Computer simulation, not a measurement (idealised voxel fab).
This section sets out a process module, namely voxel transistor to metal.
The width of the displayed cross-section, cut, is 190 nm; its cells are square, with a size of 5 nm.
Just so we're on the same page, the cross-sections are grids of square cells, and they're listed out in bands top to bottom, each band one or more rows deep. In this notation a band is specified by the heights of its top and bottom, in that order and in nm, after which its materials appear from left to right, each paired with its width in nm. The word "throughout" attached to a single material means that material fills the band from edge to edge; the word "blank" stands for empty space. A quick word on heights: they are counted from 0, and under that level the wafer as it came to us is one material throughout. The lowest band is different from the rest in having no bottom; it simply continues downward, written as in "0 nm and below". Graded width ("30 to 40"): value in top row of band = first number; value in bottom row = second number; row-to-row change constant. When a step is marked "no modifications", none of the cells in the cross-section changed during that step. Each empty space that has no open way to the top and spans at least 8 cells appears under "Closed void table" as width x height at distance, the distance counted from the left edge, all in nm. If you see something after the settings on a step's line, that's the simulator's own remark about that step. The optional step-line setting "overlay nm" applies to steps with a mask and quantifies how far to the right of its planned location the mask lay, a negative value indicating leftward placement.

Set out below are the planned steps of the process
- 1: RECEIVE (material Si)
- 2: OXIDIZE (depth nm 5)
- 3: CONFORMAL_DEP (material SiN; thk nm 15)
- 4: PATTERN (tone cover; mask id ACTIVE; material resist; width nm 115; thk nm 20; overlay nm 0)
- 5: DIRECTIONAL_ETCH (etch materials SiN; depth nm 15)
- 6: DIRECTIONAL_ETCH (etch materials SiO2; depth nm 5)
- 7: DIRECTIONAL_ETCH (etch materials Si; depth nm 30)
- 8: STRIP (etch materials resist)
- 9: FILL_DEP (material SiO2; thk nm 10)
- 10: CMP (height nm 15)
- 11: SELECTIVE_ETCH (etch materials SiO2; depth nm 15)
- 12: STRIP (etch materials SiN)
- 13: SELECTIVE_ETCH (etch materials SiO2; depth nm 5)
- 14: OXIDIZE (depth nm 5)
- 15: DIRECTIONAL_DEP (material polySi; thk nm 25)
- 16: DIRECTIONAL_DEP (material SiCN; thk nm 10)
- 17: MASKED_ETCH (tone cover; mask id GATE; width nm 25; etch materials SiCN; depth nm 20; overlay nm 0)
- 18: MASKED_ETCH (tone cover; mask id GATE; width nm 25; etch materials polySi; depth nm 35; overlay nm 0)
- 19: CONFORMAL_DEP (material SiO2; thk nm 5)
- 20: DIRECTIONAL_ETCH (etch materials SiO2; depth nm 5)
- 21: CONFORMAL_DEP (material SiN; thk nm 10)
- 22: DIRECTIONAL_ETCH (etch materials SiN; depth nm 10)
- 23: DIRECTIONAL_ETCH (etch materials SiO2; depth nm 5)
- 24: EPI (material pSi; thk nm 5)
- 25: FILL_DEP (material SiO2; thk nm 10)
- 26: CMP (height nm 20)
- 27: STRIP (etch materials polySi)
- 28: SELECTIVE_ETCH (etch materials SiO2; depth nm 5)
- 29: CONFORMAL_DEP (material HfO2; thk nm 5)
- 30: CONFORMAL_DEP (material TiN; thk nm 5)
- 31: FILL_DEP (material W; thk nm 10)
- 32: CMP (height nm 15)
- 33: DIRECTIONAL_DEP (material SiO2; thk nm 15)
- 34: PATTERN (tone open; mask id CONTACT; material resist; width nm 15; pitch nm 80; thk nm 15; overlay nm 0)
- 35: DIRECTIONAL_ETCH (etch materials SiO2; depth nm 35)
- 36: STRIP (etch materials resist)
- 37: CONFORMAL_DEP (material TiN; thk nm 5)
- 38: FILL_DEP (material Ru; thk nm 10)
- 39: CMP (height nm 30)
- 40: DIRECTIONAL_DEP (material TiN; thk nm 5)
- 41: DIRECTIONAL_DEP (material W; thk nm 15)
- 42: MASKED_ETCH (tone cover; mask id METAL_1; width nm 15; pitch nm 80; etch materials W; depth nm 15; overlay nm 0)
- 43: MASKED_ETCH (tone cover; mask id METAL_1; width nm 15; pitch nm 80; etch materials TiN; depth nm 5; overlay nm 0)
- 44: CONFORMAL_DEP (material SiCN; thk nm 5)
- 45: FILL_DEP (material lowk; thk nm 5)
- 46: CMP (height nm 50)
- 47: CONFORMAL_DEP (material SiCN; thk nm 5)
- 48: DIRECTIONAL_DEP (material SiO2; thk nm 30)
- 49: DIRECTIONAL_DEP (material aC; thk nm 15)
- 50: PATTERN (tone open; mask id METAL_2; material resist; width nm 15; pitch nm 80; thk nm 30; overlay nm 0)
- 51: DIRECTIONAL_ETCH (etch materials aC; depth nm 15)
- 52: STRIP (etch materials resist)
- 53: DIRECTIONAL_ETCH (etch materials SiO2; depth nm 15)
- 54: STRIP (etch materials aC)
- 55: PATTERN (tone open; mask id METAL_2_HOLES; material resist; width nm 15; pitch nm 80; thk nm 15; overlay nm 0)
- 56: DIRECTIONAL_ETCH (etch materials SiO2; depth nm 15)
- 57: DIRECTIONAL_ETCH (etch materials SiCN; depth nm 5)
- 58: STRIP (etch materials resist)
- 59: CONFORMAL_DEP (material TiN; thk nm 5)
- 60: FILL_DEP (material Cu; thk nm 5)
- 61: CMP (height nm 85)
- 62: CONFORMAL_DEP (material SiN; thk nm 5)

So, the first of our two wafers, run just as we planned it

Delivered wafer in cross-section: state after step 1
- 0 nm and below = Si throughout
- Closed void table: none

After step 2: wafer cross-section
- 0 nm to -5 nm = SiO2 throughout
- All layers under -5 are left as they were.

After step 3: wafer cross-section
- 15 nm to 0 nm = SiN throughout
- All layers under 0 are left as they were.

After step 4: wafer cross-section
- 35 nm to 15 nm = blank (35); resist (115); blank (40)
- All layers under 15 are left as they were.

After step 5: wafer cross-section
- 35 nm to 15 nm = blank (35); resist (115); blank (40)
- 15 nm to 0 nm = blank (35); SiN (115); blank (40)
- All layers under 0 are left as they were.

After step 6: wafer cross-section
- 35 nm to 15 nm = blank (35); resist (115); blank (40)
- 15 nm to 0 nm = blank (35); SiN (115); blank (40)
- 0 nm to -5 nm = blank (35); SiO2 (115); blank (40)
- All layers under -5 are left as they were.

After step 7: wafer cross-section
- 35 nm to 15 nm = blank (35); resist (115); blank (40)
- 15 nm to 0 nm = blank (35); SiN (115); blank (40)
- 0 nm to -5 nm = blank (35); SiO2 (115); blank (40)
- -5 nm to -35 nm = blank (35); Si (115); blank (40)
- All layers under -35 are left as they were.

After step 8: wafer cross-section
- 15 nm to 0 nm = blank (35); SiN (115); blank (40)
- All layers under 0 are left as they were.

After step 9: wafer cross-section
- 25 nm to 15 nm = SiO2 throughout
- 15 nm to 0 nm = SiO2 (35); SiN (115); SiO2 (40)
- 0 nm to -5 nm = SiO2 throughout
- -5 nm to -35 nm = SiO2 (35); Si (115); SiO2 (40)
- All layers under -35 are left as they were.

After step 10: wafer cross-section
- 15 nm to 0 nm = SiO2 (35); SiN (115); SiO2 (40)
- All layers under 0 are left as they were.

After step 11: wafer cross-section
- 15 nm to 0 nm = blank (35); SiN (115); blank (40)
- All layers under 0 are left as they were.

After step 12: wafer cross-section
- 0 nm to -5 nm = SiO2 throughout
- All layers under -5 are left as they were.

After step 13: wafer cross-section
- -5 nm to -35 nm = SiO2 (35); Si (115); SiO2 (40)
- All layers under -35 are left as they were.

After step 14: wafer cross-section
- -5 nm to -10 nm = SiO2 throughout
- All layers under -10 are left as they were.

After step 15: wafer cross-section
- 20 nm to -5 nm = polySi throughout
- All layers under -5 are left as they were.

After step 16: wafer cross-section
- 30 nm to 20 nm = SiCN throughout
- All layers under 20 are left as they were.

After step 17: wafer cross-section
- 30 nm to 20 nm = blank (80); SiCN (25); blank (85)
- All layers under 20 are left as they were.

After step 18: wafer cross-section
- 30 nm to 20 nm = blank (80); SiCN (25); blank (85)
- 20 nm to -5 nm = blank (80); polySi (25); blank (85)
- All layers under -5 are left as they were.

After step 19: wafer cross-section
- 35 nm to 30 nm = blank (75); SiO2 (35); blank (80)
- 30 nm to 20 nm = blank (75); SiO2 (5); SiCN (25); SiO2 (5); blank (80)
- 20 nm to 0 nm = blank (75); SiO2 (5); polySi (25); SiO2 (5); blank (80)
- 0 nm to -5 nm = SiO2 (80); polySi (25); SiO2 (85)
- All layers under -5 are left as they were.

After step 20: wafer cross-section
- 30 nm to 20 nm = blank (75); SiO2 (5); SiCN (25); SiO2 (5); blank (80)
- 20 nm to -5 nm = blank (75); SiO2 (5); polySi (25); SiO2 (5); blank (80)
- All layers under -5 are left as they were.

After step 21: wafer cross-section
- 40 nm to 30 nm = blank (65); SiN (55); blank (70)
- 30 nm to 20 nm = blank (65); SiN (10); SiO2 (5); SiCN (25); SiO2 (5); SiN (10); blank (70)
- 20 nm to 5 nm = blank (65); SiN (10); SiO2 (5); polySi (25); SiO2 (5); SiN (10); blank (70)
- 5 nm to -5 nm = SiN (75); SiO2 (5); polySi (25); SiO2 (5); SiN (80)
- All layers under -5 are left as they were.

After step 22: wafer cross-section
- 30 nm to 20 nm = blank (65); SiN (10); SiO2 (5); SiCN (25); SiO2 (5); SiN (10); blank (70)
- 20 nm to -5 nm = blank (65); SiN (10); SiO2 (5); polySi (25); SiO2 (5); SiN (10); blank (70)
- All layers under -5 are left as they were.

After step 23: wafer cross-section
- 30 nm to 25 nm = blank (65); SiN (10); blank (5); SiCN (25); blank (5); SiN (10); blank (70)
- 25 nm to 20 nm = blank (65); SiN (10); SiO2 (5); SiCN (25); SiO2 (5); SiN (10); blank (70)
- 20 nm to -5 nm = blank (65); SiN (10); SiO2 (5); polySi (25); SiO2 (5); SiN (10); blank (70)
- -5 nm to -10 nm = blank (65); SiO2 (55); blank (70)
- All layers under -10 are left as they were.

After step 24: wafer cross-section
- 30 nm to 25 nm = blank (65); SiN (10); blank (5); SiCN (25); blank (5); SiN (10); blank (70)
- 25 nm to 20 nm = blank (65); SiN (10); SiO2 (5); SiCN (25); SiO2 (5); SiN (10); blank (70)
- 20 nm to -5 nm = blank (65); SiN (10); SiO2 (5); polySi (25); SiO2 (5); SiN (10); blank (70)
- -5 nm to -10 nm = blank (30); pSi (35); SiO2 (55); pSi (35); blank (35)
- All layers under -10 are left as they were.

After step 25: wafer cross-section
- 40 nm to 30 nm = SiO2 throughout
- 30 nm to 20 nm = SiO2 (65); SiN (10); SiO2 (5); SiCN (25); SiO2 (5); SiN (10); SiO2 (70)
- 20 nm to -5 nm = SiO2 (65); SiN (10); SiO2 (5); polySi (25); SiO2 (5); SiN (10); SiO2 (70)
- -5 nm to -10 nm = SiO2 (30); pSi (35); SiO2 (55); pSi (35); SiO2 (35)
- All layers under -10 are left as they were.

After step 26: wafer cross-section
- 20 nm to -5 nm = SiO2 (65); SiN (10); SiO2 (5); polySi (25); SiO2 (5); SiN (10); SiO2 (70)
- All layers under -5 are left as they were.

After step 27: wafer cross-section
- 20 nm to -5 nm = SiO2 (65); SiN (10); SiO2 (5); blank (25); SiO2 (5); SiN (10); SiO2 (70)
- All layers under -5 are left as they were.

After step 28: wafer cross-section
- 20 nm to 15 nm = blank (65); SiN (10); blank (35); SiN (10); blank (70)
- 15 nm to -5 nm = SiO2 (65); SiN (10); blank (35); SiN (10); SiO2 (70)
- -5 nm to -10 nm = SiO2 (30); pSi (35); SiO2 (10); blank (35); SiO2 (10); pSi (35); SiO2 (35)
- All layers under -10 are left as they were.

After step 29: wafer cross-section
- 25 nm to 20 nm = blank (60); HfO2 (20); blank (25); HfO2 (20); blank (65)
- 20 nm to 15 nm = HfO2 (65); SiN (10); HfO2 (5); blank (25); HfO2 (5); SiN (10); HfO2 (70)
- 15 nm to -5 nm = SiO2 (65); SiN (10); HfO2 (5); blank (25); HfO2 (5); SiN (10); SiO2 (70)
- -5 nm to -10 nm = SiO2 (30); pSi (35); SiO2 (10); HfO2 (35); SiO2 (10); pSi (35); SiO2 (35)
- All layers under -10 are left as they were.

After step 30: wafer cross-section
- 30 nm to 25 nm = blank (55); TiN (30); blank (15); TiN (30); blank (60)
- 25 nm to 20 nm = TiN (60); HfO2 (20); TiN (5); blank (15); TiN (5); HfO2 (20); TiN (65)
- 20 nm to 15 nm = HfO2 (65); SiN (10); HfO2 (5); TiN (5); blank (15); TiN (5); HfO2 (5); SiN (10); HfO2 (70)
- 15 nm to 0 nm = SiO2 (65); SiN (10); HfO2 (5); TiN (5); blank (15); TiN (5); HfO2 (5); SiN (10); SiO2 (70)
- 0 nm to -5 nm = SiO2 (65); SiN (10); HfO2 (5); TiN (25); HfO2 (5); SiN (10); SiO2 (70)
- All layers under -5 are left as they were.

After step 31: wafer cross-section
- 40 nm to 30 nm = W throughout
- 30 nm to 25 nm = W (55); TiN (30); W (15); TiN (30); W (60)
- 25 nm to 20 nm = TiN (60); HfO2 (20); TiN (5); W (15); TiN (5); HfO2 (20); TiN (65)
- 20 nm to 15 nm = HfO2 (65); SiN (10); HfO2 (5); TiN (5); W (15); TiN (5); HfO2 (5); SiN (10); HfO2 (70)
- 15 nm to 0 nm = SiO2 (65); SiN (10); HfO2 (5); TiN (5); W (15); TiN (5); HfO2 (5); SiN (10); SiO2 (70)
- All layers under 0 are left as they were.

After step 32: wafer cross-section
- 15 nm to 0 nm = SiO2 (65); SiN (10); HfO2 (5); TiN (5); W (15); TiN (5); HfO2 (5); SiN (10); SiO2 (70)
- All layers under 0 are left as they were.

After step 33: wafer cross-section
- 30 nm to 15 nm = SiO2 throughout
- All layers under 15 are left as they were.

After step 34: wafer cross-section
- 45 nm to 30 nm = resist (45); blank (15); resist (65); blank (15); resist (50)
- All layers under 30 are left as they were.

After step 35: wafer cross-section
- 45 nm to 30 nm = resist (45); blank (15); resist (65); blank (15); resist (50)
- 30 nm to 15 nm = SiO2 (45); blank (15); SiO2 (65); blank (15); SiO2 (50)
- 15 nm to 0 nm = SiO2 (45); blank (15); SiO2 (5); SiN (10); HfO2 (5); TiN (5); W (15); TiN (5); HfO2 (5); SiN (10); SiO2 (5); blank (15); SiO2 (50)
- 0 nm to -5 nm = SiO2 (45); blank (15); SiO2 (5); SiN (10); HfO2 (5); TiN (25); HfO2 (5); SiN (10); SiO2 (5); blank (15); SiO2 (50)
- All layers under -5 are left as they were.

After step 36: wafer cross-section
- 30 nm to 15 nm = SiO2 (45); blank (15); SiO2 (65); blank (15); SiO2 (50)
- All layers under 15 are left as they were.

After step 37: wafer cross-section
- 35 nm to 30 nm = TiN (50); blank (5); TiN (75); blank (5); TiN (55)
- 30 nm to 15 nm = SiO2 (45); TiN (5); blank (5); TiN (5); SiO2 (65); TiN (5); blank (5); TiN (5); SiO2 (50)
- 15 nm to 0 nm = SiO2 (45); TiN (5); blank (5); TiN (5); SiO2 (5); SiN (10); HfO2 (5); TiN (5); W (15); TiN (5); HfO2 (5); SiN (10); SiO2 (5); TiN (5); blank (5); TiN (5); SiO2 (50)
- 0 nm to -5 nm = SiO2 (45); TiN (15); SiO2 (5); SiN (10); HfO2 (5); TiN (25); HfO2 (5); SiN (10); SiO2 (5); TiN (15); SiO2 (50)
- All layers under -5 are left as they were.

After step 38: wafer cross-section
- 45 nm to 35 nm = Ru throughout
- 35 nm to 30 nm = TiN (50); Ru (5); TiN (75); Ru (5); TiN (55)
- 30 nm to 15 nm = SiO2 (45); TiN (5); Ru (5); TiN (5); SiO2 (65); TiN (5); Ru (5); TiN (5); SiO2 (50)
- 15 nm to 0 nm = SiO2 (45); TiN (5); Ru (5); TiN (5); SiO2 (5); SiN (10); HfO2 (5); TiN (5); W (15); TiN (5); HfO2 (5); SiN (10); SiO2 (5); TiN (5); Ru (5); TiN (5); SiO2 (50)
- All layers under 0 are left as they were.

After step 39: wafer cross-section
- 30 nm to 15 nm = SiO2 (45); TiN (5); Ru (5); TiN (5); SiO2 (65); TiN (5); Ru (5); TiN (5); SiO2 (50)
- All layers under 15 are left as they were.

After step 40: wafer cross-section
- 35 nm to 30 nm = TiN throughout
- All layers under 30 are left as they were.

After step 41: wafer cross-section
- 50 nm to 35 nm = W throughout
- All layers under 35 are left as they were.

After step 42: wafer cross-section
- 50 nm to 35 nm = blank (45); W (15); blank (65); W (15); blank (50)
- All layers under 35 are left as they were.

After step 43: wafer cross-section
- 50 nm to 35 nm = blank (45); W (15); blank (65); W (15); blank (50)
- 35 nm to 30 nm = blank (45); TiN (15); blank (65); TiN (15); blank (50)
- All layers under 30 are left as they were.

After step 44: wafer cross-section
- 55 nm to 50 nm = blank (40); SiCN (25); blank (55); SiCN (25); blank (45)
- 50 nm to 35 nm = blank (40); SiCN (5); W (15); SiCN (5); blank (55); SiCN (5); W (15); SiCN (5); blank (45)
- 35 nm to 30 nm = SiCN (45); TiN (15); SiCN (65); TiN (15); SiCN (50)
- All layers under 30 are left as they were.

After step 45: wafer cross-section
- 60 nm to 55 nm = lowk throughout
- 55 nm to 50 nm = lowk (40); SiCN (25); lowk (55); SiCN (25); lowk (45)
- 50 nm to 35 nm = lowk (40); SiCN (5); W (15); SiCN (5); lowk (55); SiCN (5); W (15); SiCN (5); lowk (45)
- All layers under 35 are left as they were.

After step 46: wafer cross-section
- 50 nm to 35 nm = lowk (40); SiCN (5); W (15); SiCN (5); lowk (55); SiCN (5); W (15); SiCN (5); lowk (45)
- All layers under 35 are left as they were.

After step 47: wafer cross-section
- 55 nm to 50 nm = SiCN throughout
- All layers under 50 are left as they were.

After step 48: wafer cross-section
- 85 nm to 55 nm = SiO2 throughout
- All layers under 55 are left as they were.

After step 49: wafer cross-section
- 100 nm to 85 nm = aC throughout
- All layers under 85 are left as they were.

After step 50: wafer cross-section
- 130 nm to 100 nm = resist (45); blank (15); resist (65); blank (15); resist (50)
- All layers under 100 are left as they were.

After step 51: wafer cross-section
- 115 nm to 100 nm = resist (45); blank (15); resist (65); blank (15); resist (50)
- 100 nm to 85 nm = aC (45); blank (15); aC (65); blank (15); aC (50)
- All layers under 85 are left as they were.

After step 52: wafer cross-section
- 100 nm to 85 nm = aC (45); blank (15); aC (65); blank (15); aC (50)
- All layers under 85 are left as they were.

After step 53: wafer cross-section
- 100 nm to 85 nm = aC (45); blank (15); aC (65); blank (15); aC (50)
- 85 nm to 70 nm = SiO2 (45); blank (15); SiO2 (65); blank (15); SiO2 (50)
- All layers under 70 are left as they were.

After step 54: wafer cross-section
- 85 nm to 70 nm = SiO2 (45); blank (15); SiO2 (65); blank (15); SiO2 (50)
- All layers under 70 are left as they were.

After step 55: wafer cross-section
- 100 nm to 85 nm = resist (45); blank (15); resist (65); blank (15); resist (50)
- All layers under 85 are left as they were.

After step 56: wafer cross-section
- 100 nm to 85 nm = resist (45); blank (15); resist (65); blank (15); resist (50)
- 85 nm to 55 nm = SiO2 (45); blank (15); SiO2 (65); blank (15); SiO2 (50)
- All layers under 55 are left as they were.

After step 57: wafer cross-section
- 100 nm to 85 nm = resist (45); blank (15); resist (65); blank (15); resist (50)
- 85 nm to 55 nm = SiO2 (45); blank (15); SiO2 (65); blank (15); SiO2 (50)
- 55 nm to 50 nm = SiCN (45); blank (15); SiCN (65); blank (15); SiCN (50)
- All layers under 50 are left as they were.

After step 58: wafer cross-section
- 85 nm to 55 nm = SiO2 (45); blank (15); SiO2 (65); blank (15); SiO2 (50)
- All layers under 55 are left as they were.

After step 59: wafer cross-section
- 90 nm to 85 nm = TiN (50); blank (5); TiN (75); blank (5); TiN (55)
- 85 nm to 55 nm = SiO2 (45); TiN (5); blank (5); TiN (5); SiO2 (65); TiN (5); blank (5); TiN (5); SiO2 (50)
- 55 nm to 50 nm = SiCN (45); TiN (15); SiCN (65); TiN (15); SiCN (50)
- All layers under 50 are left as they were.

After step 60: wafer cross-section
- 95 nm to 90 nm = Cu throughout
- 90 nm to 85 nm = TiN (50); Cu (5); TiN (75); Cu (5); TiN (55)
- 85 nm to 55 nm = SiO2 (45); TiN (5); Cu (5); TiN (5); SiO2 (65); TiN (5); Cu (5); TiN (5); SiO2 (50)
- All layers under 55 are left as they were.

After step 61: wafer cross-section
- 85 nm to 55 nm = SiO2 (45); TiN (5); Cu (5); TiN (5); SiO2 (65); TiN (5); Cu (5); TiN (5); SiO2 (50)
- All layers under 55 are left as they were.

After step 62: wafer cross-section
- 90 nm to 85 nm = SiN throughout
- All layers under 85 are left as they were.

Wafer two of two - same starting point, same process plan, one mistake in execution; matches wafer one up to and including step 33

Cross-section of the second wafer at the time by which step 34 should have been completed according to the plan
- 45 nm to 30 nm = resist (40); blank (25); resist (55); blank (25); resist (45)
- All layers under 30 are left as they were.

Cross-section of the second wafer at the time by which step 35 should have been completed according to the plan
- 45 nm to 30 nm = resist (40); blank (25); resist (55); blank (25); resist (45)
- 30 nm to 15 nm = SiO2 (40); blank (25); SiO2 (55); blank (25); SiO2 (45)
- 15 nm to 0 nm = SiO2 (40); blank (25); SiN (10); HfO2 (5); TiN (5); W (15); TiN (5); HfO2 (5); SiN (10); blank (25); SiO2 (45)
- 0 nm to -5 nm = SiO2 (40); blank (25); SiN (10); HfO2 (5); TiN (25); HfO2 (5); SiN (10); blank (25); SiO2 (45)
- All layers under -5 are left as they were.

Cross-section of the second wafer at the time by which step 36 should have been completed according to the plan
- 30 nm to 15 nm = SiO2 (40); blank (25); SiO2 (55); blank (25); SiO2 (45)
- All layers under 15 are left as they were.

Cross-section of the second wafer at the time by which step 37 should have been completed according to the plan
- 35 nm to 30 nm = TiN (45); blank (15); TiN (65); blank (15); TiN (50)
- 30 nm to 15 nm = SiO2 (40); TiN (5); blank (15); TiN (5); SiO2 (55); TiN (5); blank (15); TiN (5); SiO2 (45)
- 15 nm to 0 nm = SiO2 (40); TiN (5); blank (15); TiN (5); SiN (10); HfO2 (5); TiN (5); W (15); TiN (5); HfO2 (5); SiN (10); TiN (5); blank (15); TiN (5); SiO2 (45)
- 0 nm to -5 nm = SiO2 (40); TiN (25); SiN (10); HfO2 (5); TiN (25); HfO2 (5); SiN (10); TiN (25); SiO2 (45)
- All layers under -5 are left as they were.

Cross-section of the second wafer at the time by which step 38 should have been completed according to the plan
- 45 nm to 35 nm = Ru throughout
- 35 nm to 30 nm = TiN (45); Ru (15); TiN (65); Ru (15); TiN (50)
- 30 nm to 15 nm = SiO2 (40); TiN (5); Ru (15); TiN (5); SiO2 (55); TiN (5); Ru (15); TiN (5); SiO2 (45)
- 15 nm to 0 nm = SiO2 (40); TiN (5); Ru (15); TiN (5); SiN (10); HfO2 (5); TiN (5); W (15); TiN (5); HfO2 (5); SiN (10); TiN (5); Ru (15); TiN (5); SiO2 (45)
- All layers under 0 are left as they were.

Cross-section of the second wafer at the time by which step 39 should have been completed according to the plan
- 30 nm to 15 nm = SiO2 (40); TiN (5); Ru (15); TiN (5); SiO2 (55); TiN (5); Ru (15); TiN (5); SiO2 (45)
- All layers under 15 are left as they were.

Cross-section of the second wafer at the time by which step 40 should have been completed according to the plan
- 35 nm to 30 nm = TiN throughout
- All layers under 30 are left as they were.

Cross-section of the second wafer at the time by which step 41 should have been completed according to the plan
- 50 nm to 35 nm = W throughout
- All layers under 35 are left as they were.

Cross-section of the second wafer at the time by which step 42 should have been completed according to the plan
- 50 nm to 35 nm = blank (45); W (15); blank (65); W (15); blank (50)
- All layers under 35 are left as they were.

Cross-section of the second wafer at the time by which step 43 should have been completed according to the plan
- 50 nm to 35 nm = blank (45); W (15); blank (65); W (15); blank (50)
- 35 nm to 30 nm = blank (45); TiN (15); blank (65); TiN (15); blank (50)
- All layers under 30 are left as they were.

Cross-section of the second wafer at the time by which step 44 should have been completed according to the plan
- 55 nm to 50 nm = blank (40); SiCN (25); blank (55); SiCN (25); blank (45)
- 50 nm to 35 nm = blank (40); SiCN (5); W (15); SiCN (5); blank (55); SiCN (5); W (15); SiCN (5); blank (45)
- 35 nm to 30 nm = SiCN (45); TiN (15); SiCN (65); TiN (15); SiCN (50)
- All layers under 30 are left as they were.

Cross-section of the second wafer at the time by which step 45 should have been completed according to the plan
- 60 nm to 55 nm = lowk throughout
- 55 nm to 50 nm = lowk (40); SiCN (25); lowk (55); SiCN (25); lowk (45)
- 50 nm to 35 nm = lowk (40); SiCN (5); W (15); SiCN (5); lowk (55); SiCN (5); W (15); SiCN (5); lowk (45)
- All layers under 35 are left as they were.

Cross-section of the second wafer at the time by which step 46 should have been completed according to the plan
- 50 nm to 35 nm = lowk (40); SiCN (5); W (15); SiCN (5); lowk (55); SiCN (5); W (15); SiCN (5); lowk (45)
- All layers under 35 are left as they were.

Cross-section of the second wafer at the time by which step 47 should have been completed according to the plan
- 55 nm to 50 nm = SiCN throughout
- All layers under 50 are left as they were.

Cross-section of the second wafer at the time by which step 48 should have been completed according to the plan
- 85 nm to 55 nm = SiO2 throughout
- All layers under 55 are left as they were.

Cross-section of the second wafer at the time by which step 49 should have been completed according to the plan
- 100 nm to 85 nm = aC throughout
- All layers under 85 are left as they were.

Cross-section of the second wafer at the time by which step 50 should have been completed according to the plan
- 130 nm to 100 nm = resist (45); blank (15); resist (65); blank (15); resist (50)
- All layers under 100 are left as they were.

Cross-section of the second wafer at the time by which step 51 should have been completed according to the plan
- 115 nm to 100 nm = resist (45); blank (15); resist (65); blank (15); resist (50)
- 100 nm to 85 nm = aC (45); blank (15); aC (65); blank (15); aC (50)
- All layers under 85 are left as they were.

Cross-section of the second wafer at the time by which step 52 should have been completed according to the plan
- 100 nm to 85 nm = aC (45); blank (15); aC (65); blank (15); aC (50)
- All layers under 85 are left as they were.

Cross-section of the second wafer at the time by which step 53 should have been completed according to the plan
- 100 nm to 85 nm = aC (45); blank (15); aC (65); blank (15); aC (50)
- 85 nm to 70 nm = SiO2 (45); blank (15); SiO2 (65); blank (15); SiO2 (50)
- All layers under 70 are left as they were.

Cross-section of the second wafer at the time by which step 54 should have been completed according to the plan
- 85 nm to 70 nm = SiO2 (45); blank (15); SiO2 (65); blank (15); SiO2 (50)
- All layers under 70 are left as they were.

Cross-section of the second wafer at the time by which step 55 should have been completed according to the plan
- 100 nm to 85 nm = resist (45); blank (15); resist (65); blank (15); resist (50)
- All layers under 85 are left as they were.

Cross-section of the second wafer at the time by which step 56 should have been completed according to the plan
- 100 nm to 85 nm = resist (45); blank (15); resist (65); blank (15); resist (50)
- 85 nm to 55 nm = SiO2 (45); blank (15); SiO2 (65); blank (15); SiO2 (50)
- All layers under 55 are left as they were.

Cross-section of the second wafer at the time by which step 57 should have been completed according to the plan
- 100 nm to 85 nm = resist (45); blank (15); resist (65); blank (15); resist (50)
- 85 nm to 55 nm = SiO2 (45); blank (15); SiO2 (65); blank (15); SiO2 (50)
- 55 nm to 50 nm = SiCN (45); blank (15); SiCN (65); blank (15); SiCN (50)
- All layers under 50 are left as they were.

Cross-section of the second wafer at the time by which step 58 should have been completed according to the plan
- 85 nm to 55 nm = SiO2 (45); blank (15); SiO2 (65); blank (15); SiO2 (50)
- All layers under 55 are left as they were.

Cross-section of the second wafer at the time by which step 59 should have been completed according to the plan
- 90 nm to 85 nm = TiN (50); blank (5); TiN (75); blank (5); TiN (55)
- 85 nm to 55 nm = SiO2 (45); TiN (5); blank (5); TiN (5); SiO2 (65); TiN (5); blank (5); TiN (5); SiO2 (50)
- 55 nm to 50 nm = SiCN (45); TiN (15); SiCN (65); TiN (15); SiCN (50)
- All layers under 50 are left as they were.

Cross-section of the second wafer at the time by which step 60 should have been completed according to the plan
- 95 nm to 90 nm = Cu throughout
- 90 nm to 85 nm = TiN (50); Cu (5); TiN (75); Cu (5); TiN (55)
- 85 nm to 55 nm = SiO2 (45); TiN (5); Cu (5); TiN (5); SiO2 (65); TiN (5); Cu (5); TiN (5); SiO2 (50)
- All layers under 55 are left as they were.

Cross-section of the second wafer at the time by which step 61 should have been completed according to the plan
- 85 nm to 55 nm = SiO2 (45); TiN (5); Cu (5); TiN (5); SiO2 (65); TiN (5); Cu (5); TiN (5); SiO2 (50)
- All layers under 55 are left as they were.

Cross-section of the second wafer at the time by which step 62 should have been completed according to the plan
- 90 nm to 85 nm = SiN throughout
- All layers under 85 are left as they were.
The plan and the run diverged here: step 34 did not use the planned setting and instead ran as PATTERN (tone open; mask id CONTACT; material resist; width nm 25; pitch nm 80; thk nm 15; overlay nm 0)
End of process, cell counts, second wafer against first, materials with more or fewer: +24 Ru | -28 SiO2 | +4 TiN
